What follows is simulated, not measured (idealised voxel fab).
The following process module bears the name voxel wiring stack.
This is section cut - it's 260 nm across, gridded in 5 nm square cells.
Square cells in a grid make up a cross-section in this document, and the grid is given as bands, listed from the top down, each one or more rows of cells. Within each band entry, the heights of the top and of the bottom of the band appear first, in that order and in nm; the materials of the band then follow from left to right, each with its corresponding width in nm. The designation "throughout" on a single material indicates that it fills the band from edge to edge; the designation "blank" indicates empty space. Heads up on the height convention: 0 is the point under which the incoming wafer is all one material, and the lowest band has no bottom, it just keeps going down, like "0 -> down". The width entry "30..40" should be interpreted row by row: the top row of cells in the band takes the first number, the bottom row takes the second number, and the change between adjacent rows is uniform throughout. Where the words "identical to before" appear for a step, the cross-section shows no cell changed by that step; every cell remained as before. Closed-off voids of 8+ cells (no open route to the top) go in "Completely enclosed voids", written width x height at distance from the left edge, in nm. If you see something after the settings on a step's line, that's the simulator's own remark about that step. The optional step-line setting "overlay nm" applies to steps with a mask and quantifies how far to the right of its planned location the mask lay, a negative value indicating leftward placement.
Intended process steps:
1 RECEIVE: material Si
2 CONFORMAL_DEP: material SiO2, thk nm 10
3 DIRECTIONAL_DEP: material TiN, thk nm 5
4 DIRECTIONAL_DEP: material Ru, thk nm 20
5 PATTERN: tone cover, mask id METAL_1, material resist, width nm 30, pitch nm 50, thk nm 20, overlay nm 0
6 DIRECTIONAL_ETCH: etch materials Ru, depth nm 20
7 DIRECTIONAL_ETCH: etch materials TiN, depth nm 5
8 STRIP: etch materials resist
9 FILL_DEP: material SiO2, thk nm 5
10 CMP: height nm 35
11 CONFORMAL_DEP: material SiCN, thk nm 5
12 DIRECTIONAL_DEP: material SiO2, thk nm 10
13 DIRECTIONAL_DEP: material aC, thk nm 10
14 PATTERN: tone open, mask id PLUG_1, material resist, width nm 15, pitch nm 50, thk nm 25, overlay nm 0
15 DIRECTIONAL_ETCH: etch materials aC, depth nm 10
16 STRIP: etch materials resist
17 DIRECTIONAL_ETCH: etch materials SiO2, depth nm 10
18 DIRECTIONAL_ETCH: etch materials SiCN, depth nm 5
19 STRIP: etch materials aC
20 EPI: material Ru, thk nm 10
21 EPI: material Ru, thk nm 5
22 DIRECTIONAL_DEP: material TiN, thk nm 5
23 DIRECTIONAL_DEP: material Ru, thk nm 25
24 DIRECTIONAL_DEP: material aC, thk nm 10
25 PATTERN: tone cover, mask id METAL_2, material resist, width nm 30, pitch nm 50, thk nm 30, overlay nm 0
26 DIRECTIONAL_ETCH: etch materials aC, depth nm 10
27 STRIP: etch materials resist
28 DIRECTIONAL_ETCH: etch materials Ru, depth nm 25
29 DIRECTIONAL_ETCH: etch materials TiN, depth nm 5
30 STRIP: etch materials aC
31 FILL_DEP: material SiO2, thk nm 10
32 CMP: height nm 80
33 CONFORMAL_DEP: material SiCN, thk nm 5
34 DIRECTIONAL_DEP: material lowk, thk nm 25
35 DIRECTIONAL_DEP: material aC, thk nm 15
36 PATTERN: tone open, mask id METAL_3_HOLES, material resist, width nm 15, pitch nm 50, thk nm 35, overlay nm 0
37 DIRECTIONAL_ETCH: etch materials aC, depth nm 15
38 STRIP: etch materials resist
39 DIRECTIONAL_ETCH: etch materials lowk, depth nm 25
40 STRIP: etch materials aC
41 DIRECTIONAL_DEP: material aC, thk nm 10
42 PATTERN: tone open, mask id METAL_3, material resist, width nm 30, pitch nm 50, thk nm 25, overlay nm 0
43 DIRECTIONAL_ETCH: etch materials aC, depth nm 10
44 STRIP: etch materials resist
45 DIRECTIONAL_ETCH: etch materials lowk, depth nm 15
46 DIRECTIONAL_ETCH: etch materials SiCN, depth nm 5
47 STRIP: etch materials aC
48 CONFORMAL_DEP: material TiN, thk nm 5
49 FILL_DEP: material Cu, thk nm 5
50 CMP: height nm 110
51 CONFORMAL_DEP: material SiCN, thk nm 5
52 DIRECTIONAL_DEP: material SiO2, thk nm 15
53 DIRECTIONAL_DEP: material aC, thk nm 10
54 PATTERN: tone open, mask id PLUG_3, material resist, width nm 15, pitch nm 50, thk nm 25, overlay nm 0
55 DIRECTIONAL_ETCH: etch materials aC, depth nm 10
56 STRIP: etch materials resist
57 DIRECTIONAL_ETCH: etch materials SiO2, depth nm 15
58 DIRECTIONAL_ETCH: etch materials SiCN, depth nm 5
59 STRIP: etch materials aC
60 EPI: material Ru, thk nm 10
61 EPI: material Ru, thk nm 10
62 DIRECTIONAL_DEP: material TiN, thk nm 5
63 DIRECTIONAL_DEP: material Ru, thk nm 20
64 MASKED_ETCH: tone cover, mask id METAL_4, width nm 30, pitch nm 50, etch materials Ru, depth nm 20, overlay nm 0
65 MASKED_ETCH: tone cover, mask id METAL_4, width nm 30, pitch nm 50, etch materials TiN, depth nm 5, overlay nm 0
66 FILL_DEP: material SiO2, thk nm 5
67 CMP: height nm 155
68 CONFORMAL_DEP: material SiCN, thk nm 5
First of two wafers: run as planned:
Cross-section, incoming material, after step 1:
0 -> down  Si throughout
Completely enclosed voids: none
Take a look at the wafer's cross-section after step 2:
10 -> 0  SiO2 throughout
Lower than 0, everything is as it was.
Take a look at the wafer's cross-section after step 3:
15 -> 10  TiN throughout
Lower than 10, everything is as it was.
Take a look at the wafer's cross-section after step 4:
35 -> 15  Ru throughout
Lower than 15, everything is as it was.
Take a look at the wafer's cross-section after step 5:
55 -> 35  blank=40 | resist=30 | blank=20 | resist=30 | blank=20 | resist=30 | blank=20 | resist=30 | blank=40
Lower than 35, everything is as it was.
Take a look at the wafer's cross-section after step 6:
55 -> 35  blank=40 | resist=30 | blank=20 | resist=30 | blank=20 | resist=30 | blank=20 | resist=30 | blank=40
35 -> 15  blank=40 | Ru=30 | blank=20 | Ru=30 | blank=20 | Ru=30 | blank=20 | Ru=30 | blank=40
Lower than 15, everything is as it was.
Take a look at the wafer's cross-section after step 7:
55 -> 35  blank=40 | resist=30 | blank=20 | resist=30 | blank=20 | resist=30 | blank=20 | resist=30 | blank=40
35 -> 15  blank=40 | Ru=30 | blank=20 | Ru=30 | blank=20 | Ru=30 | blank=20 | Ru=30 | blank=40
15 -> 10  blank=40 | TiN=30 | blank=20 | TiN=30 | blank=20 | TiN=30 | blank=20 | TiN=30 | blank=40
Lower than 10, everything is as it was.
Take a look at the wafer's cross-section after step 8:
35 -> 15  blank=40 | Ru=30 | blank=20 | Ru=30 | blank=20 | Ru=30 | blank=20 | Ru=30 | blank=40
Lower than 15, everything is as it was.
Take a look at the wafer's cross-section after step 9:
40 -> 35  SiO2 throughout
35 -> 15  SiO2=40 | Ru=30 | SiO2=20 | Ru=30 | SiO2=20 | Ru=30 | SiO2=20 | Ru=30 | SiO2=40
15 -> 10  SiO2=40 | TiN=30 | SiO2=20 | TiN=30 | SiO2=20 | TiN=30 | SiO2=20 | TiN=30 | SiO2=40
Lower than 10, everything is as it was.
Take a look at the wafer's cross-section after step 10:
35 -> 15  SiO2=40 | Ru=30 | SiO2=20 | Ru=30 | SiO2=20 | Ru=30 | SiO2=20 | Ru=30 | SiO2=40
Lower than 15, everything is as it was.
Take a look at the wafer's cross-section after step 11:
40 -> 35  SiCN throughout
Lower than 35, everything is as it was.
Take a look at the wafer's cross-section after step 12:
50 -> 40  SiO2 throughout
Lower than 40, everything is as it was.
Take a look at the wafer's cross-section after step 13:
60 -> 50  aC throughout
Lower than 50, everything is as it was.
Take a look at the wafer's cross-section after step 14:
85 -> 60  resist=40 | blank=15 | resist=35 | blank=15 | resist=35 | blank=15 | resist=35 | blank=15 | resist=55
Lower than 60, everything is as it was.
Take a look at the wafer's cross-section after step 15:
75 -> 60  resist=40 | blank=15 | resist=35 | blank=15 | resist=35 | blank=15 | resist=35 | blank=15 | resist=55
60 -> 50  aC=40 | blank=15 | aC=35 | blank=15 | aC=35 | blank=15 | aC=35 | blank=15 | aC=55
Lower than 50, everything is as it was.
Take a look at the wafer's cross-section after step 16:
60 -> 50  aC=40 | blank=15 | aC=35 | blank=15 | aC=35 | blank=15 | aC=35 | blank=15 | aC=55
Lower than 50, everything is as it was.
Take a look at the wafer's cross-section after step 17:
60 -> 50  aC=40 | blank=15 | aC=35 | blank=15 | aC=35 | blank=15 | aC=35 | blank=15 | aC=55
50 -> 40  SiO2=40 | blank=15 | SiO2=35 | blank=15 | SiO2=35 | blank=15 | SiO2=35 | blank=15 | SiO2=55
Lower than 40, everything is as it was.
Take a look at the wafer's cross-section after step 18:
60 -> 50  aC=40 | blank=15 | aC=35 | blank=15 | aC=35 | blank=15 | aC=35 | blank=15 | aC=55
50 -> 40  SiO2=40 | blank=15 | SiO2=35 | blank=15 | SiO2=35 | blank=15 | SiO2=35 | blank=15 | SiO2=55
40 -> 35  SiCN=40 | blank=15 | SiCN=35 | blank=15 | SiCN=35 | blank=15 | SiCN=35 | blank=15 | SiCN=55
Lower than 35, everything is as it was.
Take a look at the wafer's cross-section after step 19:
50 -> 40  SiO2=40 | blank=15 | SiO2=35 | blank=15 | SiO2=35 | blank=15 | SiO2=35 | blank=15 | SiO2=55
Lower than 40, everything is as it was.
Take a look at the wafer's cross-section after step 20:
50 -> 45  SiO2=40 | blank=15 | SiO2=35 | blank=15 | SiO2=35 | blank=15 | SiO2=35 | blank=15 | SiO2=55
45 -> 40  SiO2=40 | Ru=15 | SiO2=35 | Ru=15 | SiO2=35 | Ru=15 | SiO2=35 | Ru=15 | SiO2=55
40 -> 35  SiCN=40 | Ru=15 | SiCN=35 | Ru=15 | SiCN=35 | Ru=15 | SiCN=35 | Ru=15 | SiCN=55
Lower than 35, everything is as it was.
Take a look at the wafer's cross-section after step 21:
50 -> 40  SiO2=40 | Ru=15 | SiO2=35 | Ru=15 | SiO2=35 | Ru=15 | SiO2=35 | Ru=15 | SiO2=55
Lower than 40, everything is as it was.
Take a look at the wafer's cross-section after step 22:
55 -> 50  TiN throughout
Lower than 50, everything is as it was.
Take a look at the wafer's cross-section after step 23:
80 -> 55  Ru throughout
Lower than 55, everything is as it was.
Take a look at the wafer's cross-section after step 24:
90 -> 80  aC throughout
Lower than 80, everything is as it was.
Take a look at the wafer's cross-section after step 25:
120 -> 90  blank=40 | resist=30 | blank=20 | resist=30 | blank=20 | resist=30 | blank=20 | resist=30 | blank=40
Lower than 90, everything is as it was.
Take a look at the wafer's cross-section after step 26:
110 -> 90  blank=40 | resist=30 | blank=20 | resist=30 | blank=20 | resist=30 | blank=20 | resist=30 | blank=40
90 -> 80  blank=40 | aC=30 | blank=20 | aC=30 | blank=20 | aC=30 | blank=20 | aC=30 | blank=40
Lower than 80, everything is as it was.
Take a look at the wafer's cross-section after step 27:
90 -> 80  blank=40 | aC=30 | blank=20 | aC=30 | blank=20 | aC=30 | blank=20 | aC=30 | blank=40
Lower than 80, everything is as it was.
Take a look at the wafer's cross-section after step 28:
90 -> 80  blank=40 | aC=30 | blank=20 | aC=30 | blank=20 | aC=30 | blank=20 | aC=30 | blank=40
80 -> 55  blank=40 | Ru=30 | blank=20 | Ru=30 | blank=20 | Ru=30 | blank=20 | Ru=30 | blank=40
Lower than 55, everything is as it was.
Take a look at the wafer's cross-section after step 29:
90 -> 80  blank=40 | aC=30 | blank=20 | aC=30 | blank=20 | aC=30 | blank=20 | aC=30 | blank=40
80 -> 55  blank=40 | Ru=30 | blank=20 | Ru=30 | blank=20 | Ru=30 | blank=20 | Ru=30 | blank=40
55 -> 50  blank=40 | TiN=30 | blank=20 | TiN=30 | blank=20 | TiN=30 | blank=20 | TiN=30 | blank=40
Lower than 50, everything is as it was.
Take a look at the wafer's cross-section after step 30:
80 -> 55  blank=40 | Ru=30 | blank=20 | Ru=30 | blank=20 | Ru=30 | blank=20 | Ru=30 | blank=40
Lower than 55, everything is as it was.
Take a look at the wafer's cross-section after step 31:
90 -> 80  SiO2 throughout
80 -> 55  SiO2=40 | Ru=30 | SiO2=20 | Ru=30 | SiO2=20 | Ru=30 | SiO2=20 | Ru=30 | SiO2=40
55 -> 50  SiO2=40 | TiN=30 | SiO2=20 | TiN=30 | SiO2=20 | TiN=30 | SiO2=20 | TiN=30 | SiO2=40
Lower than 50, everything is as it was.
Take a look at the wafer's cross-section after step 32:
80 -> 55  SiO2=40 | Ru=30 | SiO2=20 | Ru=30 | SiO2=20 | Ru=30 | SiO2=20 | Ru=30 | SiO2=40
Lower than 55, everything is as it was.
Take a look at the wafer's cross-section after step 33:
85 -> 80  SiCN throughout
Lower than 80, everything is as it was.
Take a look at the wafer's cross-section after step 34:
110 -> 85  lowk throughout
Lower than 85, everything is as it was.
Take a look at the wafer's cross-section after step 35:
125 -> 110  aC throughout
Lower than 110, everything is as it was.
Take a look at the wafer's cross-section after step 36:
160 -> 125  resist=40 | blank=15 | resist=35 | blank=15 | resist=35 | blank=15 | resist=35 | blank=15 | resist=55
Lower than 125, everything is as it was.
Take a look at the wafer's cross-section after step 37:
145 -> 125  resist=40 | blank=15 | resist=35 | blank=15 | resist=35 | blank=15 | resist=35 | blank=15 | resist=55
125 -> 110  aC=40 | blank=15 | aC=35 | blank=15 | aC=35 | blank=15 | aC=35 | blank=15 | aC=55
Lower than 110, everything is as it was.
Take a look at the wafer's cross-section after step 38:
125 -> 110  aC=40 | blank=15 | aC=35 | blank=15 | aC=35 | blank=15 | aC=35 | blank=15 | aC=55
Lower than 110, everything is as it was.
Take a look at the wafer's cross-section after step 39:
125 -> 110  aC=40 | blank=15 | aC=35 | blank=15 | aC=35 | blank=15 | aC=35 | blank=15 | aC=55
110 -> 85  lowk=40 | blank=15 | lowk=35 | blank=15 | lowk=35 | blank=15 | lowk=35 | blank=15 | lowk=55
Lower than 85, everything is as it was.
Take a look at the wafer's cross-section after step 40:
110 -> 85  lowk=40 | blank=15 | lowk=35 | blank=15 | lowk=35 | blank=15 | lowk=35 | blank=15 | lowk=55
Lower than 85, everything is as it was.
Take a look at the wafer's cross-section after step 41:
120 -> 110  aC=40 | blank=15 | aC=35 | blank=15 | aC=35 | blank=15 | aC=35 | blank=15 | aC=55
110 -> 95  lowk=40 | blank=15 | lowk=35 | blank=15 | lowk=35 | blank=15 | lowk=35 | blank=15 | lowk=55
95 -> 85  lowk=40 | aC=15 | lowk=35 | aC=15 | lowk=35 | aC=15 | lowk=35 | aC=15 | lowk=55
Lower than 85, everything is as it was.
Take a look at the wafer's cross-section after step 42:
145 -> 120  resist=40 | blank=30 | resist=20 | blank=30 | resist=20 | blank=30 | resist=20 | blank=30 | resist=40
Lower than 120, everything is as it was.
Take a look at the wafer's cross-section after step 43:
135 -> 120  resist=40 | blank=30 | resist=20 | blank=30 | resist=20 | blank=30 | resist=20 | blank=30 | resist=40
120 -> 110  aC=40 | blank=30 | aC=20 | blank=30 | aC=20 | blank=30 | aC=20 | blank=30 | aC=40
110 -> 85  lowk=40 | blank=15 | lowk=35 | blank=15 | lowk=35 | blank=15 | lowk=35 | blank=15 | lowk=55
Lower than 85, everything is as it was.
Take a look at the wafer's cross-section after step 44:
120 -> 110  aC=40 | blank=30 | aC=20 | blank=30 | aC=20 | blank=30 | aC=20 | blank=30 | aC=40
Lower than 110, everything is as it was.
Take a look at the wafer's cross-section after step 45:
120 -> 110  aC=40 | blank=30 | aC=20 | blank=30 | aC=20 | blank=30 | aC=20 | blank=30 | aC=40
110 -> 95  lowk=40 | blank=30 | lowk=20 | blank=30 | lowk=20 | blank=30 | lowk=20 | blank=30 | lowk=40
Lower than 95, everything is as it was.
Take a look at the wafer's cross-section after step 46:
120 -> 110  aC=40 | blank=30 | aC=20 | blank=30 | aC=20 | blank=30 | aC=20 | blank=30 | aC=40
110 -> 95  lowk=40 | blank=30 | lowk=20 | blank=30 | lowk=20 | blank=30 | lowk=20 | blank=30 | lowk=40
95 -> 85  lowk=40 | blank=15 | lowk=35 | blank=15 | lowk=35 | blank=15 | lowk=35 | blank=15 | lowk=55
85 -> 80  SiCN=40 | blank=15 | SiCN=35 | blank=15 | SiCN=35 | blank=15 | SiCN=35 | blank=15 | SiCN=55
Lower than 80, everything is as it was.
Take a look at the wafer's cross-section after step 47:
110 -> 95  lowk=40 | blank=30 | lowk=20 | blank=30 | lowk=20 | blank=30 | lowk=20 | blank=30 | lowk=40
Lower than 95, everything is as it was.
Take a look at the wafer's cross-section after step 48:
115 -> 110  TiN=45 | blank=20 | TiN=30 | blank=20 | TiN=30 | blank=20 | TiN=30 | blank=20 | TiN=45
110 -> 100  lowk=40 | TiN=5 | blank=20 | TiN=5 | lowk=20 | TiN=5 | blank=20 | TiN=5 | lowk=20 | TiN=5 | blank=20 | TiN=5 | lowk=20 | TiN=5 | blank=20 | TiN=5 | lowk=40
100 -> 95  lowk=40 | TiN=5 | blank=5 | TiN=20 | lowk=20 | TiN=5 | blank=5 | TiN=20 | lowk=20 | TiN=5 | blank=5 | TiN=20 | lowk=20 | TiN=5 | blank=5 | TiN=20 | lowk=40
95 -> 85  lowk=40 | TiN=5 | blank=5 | TiN=5 | lowk=35 | TiN=5 | blank=5 | TiN=5 | lowk=35 | TiN=5 | blank=5 | TiN=5 | lowk=35 | TiN=5 | blank=5 | TiN=5 | lowk=55
85 -> 80  SiCN=40 | TiN=15 | SiCN=35 | TiN=15 | SiCN=35 | TiN=15 | SiCN=35 | TiN=15 | SiCN=55
Lower than 80, everything is as it was.
Take a look at the wafer's cross-section after step 49:
120 -> 115  Cu throughout
115 -> 110  TiN=45 | Cu=20 | TiN=30 | Cu=20 | TiN=30 | Cu=20 | TiN=30 | Cu=20 | TiN=45
110 -> 100  lowk=40 | TiN=5 | Cu=20 | TiN=5 | lowk=20 | TiN=5 | Cu=20 | TiN=5 | lowk=20 | TiN=5 | Cu=20 | TiN=5 | lowk=20 | TiN=5 | Cu=20 | TiN=5 | lowk=40
100 -> 95  lowk=40 | TiN=5 | Cu=5 | TiN=20 | lowk=20 | TiN=5 | Cu=5 | TiN=20 | lowk=20 | TiN=5 | Cu=5 | TiN=20 | lowk=20 | TiN=5 | Cu=5 | TiN=20 | lowk=40
95 -> 85  lowk=40 | TiN=5 | Cu=5 | TiN=5 | lowk=35 | TiN=5 | Cu=5 | TiN=5 | lowk=35 | TiN=5 | Cu=5 | TiN=5 | lowk=35 | TiN=5 | Cu=5 | TiN=5 | lowk=55
Lower than 85, everything is as it was.
Take a look at the wafer's cross-section after step 50:
110 -> 100  lowk=40 | TiN=5 | Cu=20 | TiN=5 | lowk=20 | TiN=5 | Cu=20 | TiN=5 | lowk=20 | TiN=5 | Cu=20 | TiN=5 | lowk=20 | TiN=5 | Cu=20 | TiN=5 | lowk=40
Lower than 100, everything is as it was.
Take a look at the wafer's cross-section after step 51:
115 -> 110  SiCN throughout
Lower than 110, everything is as it was.
Take a look at the wafer's cross-section after step 52:
130 -> 115  SiO2 throughout
Lower than 115, everything is as it was.
Take a look at the wafer's cross-section after step 53:
140 -> 130  aC throughout
Lower than 130, everything is as it was.
Take a look at the wafer's cross-section after step 54:
165 -> 140  resist=40 | blank=15 | resist=35 | blank=15 | resist=35 | blank=15 | resist=35 | blank=15 | resist=55
Lower than 140, everything is as it was.
Take a look at the wafer's cross-section after step 55:
155 -> 140  resist=40 | blank=15 | resist=35 | blank=15 | resist=35 | blank=15 | resist=35 | blank=15 | resist=55
140 -> 130  aC=40 | blank=15 | aC=35 | blank=15 | aC=35 | blank=15 | aC=35 | blank=15 | aC=55
Lower than 130, everything is as it was.
Take a look at the wafer's cross-section after step 56:
140 -> 130  aC=40 | blank=15 | aC=35 | blank=15 | aC=35 | blank=15 | aC=35 | blank=15 | aC=55
Lower than 130, everything is as it was.
Take a look at the wafer's cross-section after step 57:
140 -> 130  aC=40 | blank=15 | aC=35 | blank=15 | aC=35 | blank=15 | aC=35 | blank=15 | aC=55
130 -> 115  SiO2=40 | blank=15 | SiO2=35 | blank=15 | SiO2=35 | blank=15 | SiO2=35 | blank=15 | SiO2=55
Lower than 115, everything is as it was.
Take a look at the wafer's cross-section after step 58:
140 -> 130  aC=40 | blank=15 | aC=35 | blank=15 | aC=35 | blank=15 | aC=35 | blank=15 | aC=55
130 -> 115  SiO2=40 | blank=15 | SiO2=35 | blank=15 | SiO2=35 | blank=15 | SiO2=35 | blank=15 | SiO2=55
115 -> 110  SiCN=40 | blank=15 | SiCN=35 | blank=15 | SiCN=35 | blank=15 | SiCN=35 | blank=15 | SiCN=55
Lower than 110, everything is as it was.
Take a look at the wafer's cross-section after step 59:
130 -> 115  SiO2=40 | blank=15 | SiO2=35 | blank=15 | SiO2=35 | blank=15 | SiO2=35 | blank=15 | SiO2=55
Lower than 115, everything is as it was.
Take a look at the wafer's cross-section after step 60:
130 -> 120  SiO2=40 | blank=15 | SiO2=35 | blank=15 | SiO2=35 | blank=15 | SiO2=35 | blank=15 | SiO2=55
120 -> 115  SiO2=40 | Ru=15 | SiO2=35 | Ru=15 | SiO2=35 | Ru=15 | SiO2=35 | Ru=15 | SiO2=55
115 -> 110  SiCN=40 | Ru=15 | SiCN=35 | Ru=15 | SiCN=35 | Ru=15 | SiCN=35 | Ru=15 | SiCN=55
Lower than 110, everything is as it was.
Take a look at the wafer's cross-section after step 61:
130 -> 115  SiO2=40 | Ru=15 | SiO2=35 | Ru=15 | SiO2=35 | Ru=15 | SiO2=35 | Ru=15 | SiO2=55
Lower than 115, everything is as it was.
Take a look at the wafer's cross-section after step 62:
135 -> 130  TiN throughout
Lower than 130, everything is as it was.
Take a look at the wafer's cross-section after step 63:
155 -> 135  Ru throughout
Lower than 135, everything is as it was.
Take a look at the wafer's cross-section after step 64:
155 -> 135  blank=40 | Ru=30 | blank=20 | Ru=30 | blank=20 | Ru=30 | blank=20 | Ru=30 | blank=40
Lower than 135, everything is as it was.
Take a look at the wafer's cross-section after step 65:
155 -> 135  blank=40 | Ru=30 | blank=20 | Ru=30 | blank=20 | Ru=30 | blank=20 | Ru=30 | blank=40
135 -> 130  blank=40 | TiN=30 | blank=20 | TiN=30 | blank=20 | TiN=30 | blank=20 | TiN=30 | blank=40
Lower than 130, everything is as it was.
Take a look at the wafer's cross-section after step 66:
160 -> 155  SiO2 throughout
155 -> 135  SiO2=40 | Ru=30 | SiO2=20 | Ru=30 | SiO2=20 | Ru=30 | SiO2=20 | Ru=30 | SiO2=40
135 -> 130  SiO2=40 | TiN=30 | SiO2=20 | TiN=30 | SiO2=20 | TiN=30 | SiO2=20 | TiN=30 | SiO2=40
Lower than 130, everything is as it was.
Take a look at the wafer's cross-section after step 67:
155 -> 135  SiO2=40 | Ru=30 | SiO2=20 | Ru=30 | SiO2=20 | Ru=30 | SiO2=20 | Ru=30 | SiO2=40
Lower than 135, everything is as it was.
Take a look at the wafer's cross-section after step 68:
160 -> 155  SiCN throughout
Lower than 155, everything is as it was.
Regarding the second of the two wafers: it shared the first wafer's starting condition and process plan, yet one error occurred during its execution. Its history coincides with that of the first wafer up to and including step 59:
Cross-section of the second wafer at the time by which step 61 should have been completed according to the plan:
140 -> 130  blank=30 | Ru=35 | blank=15 | Ru=35 | blank=15 | Ru=35 | blank=15 | Ru=35 | blank=45
130 -> 115  SiO2=40 | Ru=15 | SiO2=35 | Ru=15 | SiO2=35 | Ru=15 | SiO2=35 | Ru=15 | SiO2=55
115 -> 110  SiCN=40 | Ru=15 | SiCN=35 | Ru=15 | SiCN=35 | Ru=15 | SiCN=35 | Ru=15 | SiCN=55
Lower than 110, everything is as it was.
Cross-section of the second wafer at the time by which step 62 should have been completed according to the plan:
145 -> 140  blank=30 | TiN=35 | blank=15 | TiN=35 | blank=15 | TiN=35 | blank=15 | TiN=35 | blank=45
140 -> 135  blank=30 | Ru=35 | blank=15 | Ru=35 | blank=15 | Ru=35 | blank=15 | Ru=35 | blank=45
135 -> 130  TiN=30 | Ru=35 | TiN=15 | Ru=35 | TiN=15 | Ru=35 | TiN=15 | Ru=35 | TiN=45
Lower than 130, everything is as it was.
Cross-section of the second wafer at the time by which step 63 should have been completed according to the plan:
165 -> 155  blank=30 | Ru=35 | blank=15 | Ru=35 | blank=15 | Ru=35 | blank=15 | Ru=35 | blank=45
155 -> 145  Ru throughout
145 -> 140  Ru=30 | TiN=35 | Ru=15 | TiN=35 | Ru=15 | TiN=35 | Ru=15 | TiN=35 | Ru=45
140 -> 135  Ru throughout
Lower than 135, everything is as it was.
Cross-section of the second wafer at the time by which step 64 should have been completed according to the plan:
165 -> 155  blank=40 | Ru=25 | blank=25 | Ru=25 | blank=25 | Ru=25 | blank=25 | Ru=25 | blank=45
155 -> 145  blank=40 | Ru=30 | blank=20 | Ru=30 | blank=20 | Ru=30 | blank=20 | Ru=30 | blank=40
145 -> 140  blank=30 | TiN=35 | Ru=5 | blank=10 | TiN=35 | Ru=5 | blank=10 | TiN=35 | Ru=5 | blank=10 | TiN=35 | Ru=5 | blank=40
140 -> 135  blank=30 | Ru=40 | blank=10 | Ru=40 | blank=10 | Ru=40 | blank=10 | Ru=40 | blank=40
Lower than 135, everything is as it was.
Cross-section of the second wafer at the time by which step 65 should have been completed according to the plan:
165 -> 155  blank=40 | Ru=25 | blank=25 | Ru=25 | blank=25 | Ru=25 | blank=25 | Ru=25 | blank=45
155 -> 145  blank=40 | Ru=30 | blank=20 | Ru=30 | blank=20 | Ru=30 | blank=20 | Ru=30 | blank=40
145 -> 140  blank=40 | TiN=25 | Ru=5 | blank=20 | TiN=25 | Ru=5 | blank=20 | TiN=25 | Ru=5 | blank=20 | TiN=25 | Ru=5 | blank=40
140 -> 135  blank=30 | Ru=40 | blank=10 | Ru=40 | blank=10 | Ru=40 | blank=10 | Ru=40 | blank=40
135 -> 130  blank=30 | Ru=35 | TiN=5 | blank=10 | Ru=35 | TiN=5 | blank=10 | Ru=35 | TiN=5 | blank=10 | Ru=35 | TiN=5 | blank=40
Lower than 130, everything is as it was.
Cross-section of the second wafer at the time by which step 66 should have been completed according to the plan:
170 -> 165  SiO2 throughout
165 -> 155  SiO2=40 | Ru=25 | SiO2=25 | Ru=25 | SiO2=25 | Ru=25 | SiO2=25 | Ru=25 | SiO2=45
155 -> 145  SiO2=40 | Ru=30 | SiO2=20 | Ru=30 | SiO2=20 | Ru=30 | SiO2=20 | Ru=30 | SiO2=40
145 -> 140  SiO2=40 | TiN=25 | Ru=5 | SiO2=20 | TiN=25 | Ru=5 | SiO2=20 | TiN=25 | Ru=5 | SiO2=20 | TiN=25 | Ru=5 | SiO2=40
140 -> 135  SiO2=30 | Ru=40 | SiO2=10 | Ru=40 | SiO2=10 | Ru=40 | SiO2=10 | Ru=40 | SiO2=40
135 -> 130  SiO2=30 | Ru=35 | TiN=5 | SiO2=10 | Ru=35 | TiN=5 | SiO2=10 | Ru=35 | TiN=5 | SiO2=10 | Ru=35 | TiN=5 | SiO2=40
Lower than 130, everything is as it was.
Cross-section of the second wafer at the time by which step 67 should have been completed according to the plan:
155 -> 145  SiO2=40 | Ru=30 | SiO2=20 | Ru=30 | SiO2=20 | Ru=30 | SiO2=20 | Ru=30 | SiO2=40
Lower than 145, everything is as it was.
Cross-section of the second wafer at the time by which step 68 should have been completed according to the plan:
160 -> 155  SiCN throughout
Lower than 155, everything is as it was.
Error vs. plan: there is no telling which one of steps 60 and 61, all the same, got done twice
In the final state, the cell counts of the second wafer exceed or fall short of those of the first for the following materials: Ru +16 | SiO2 -16
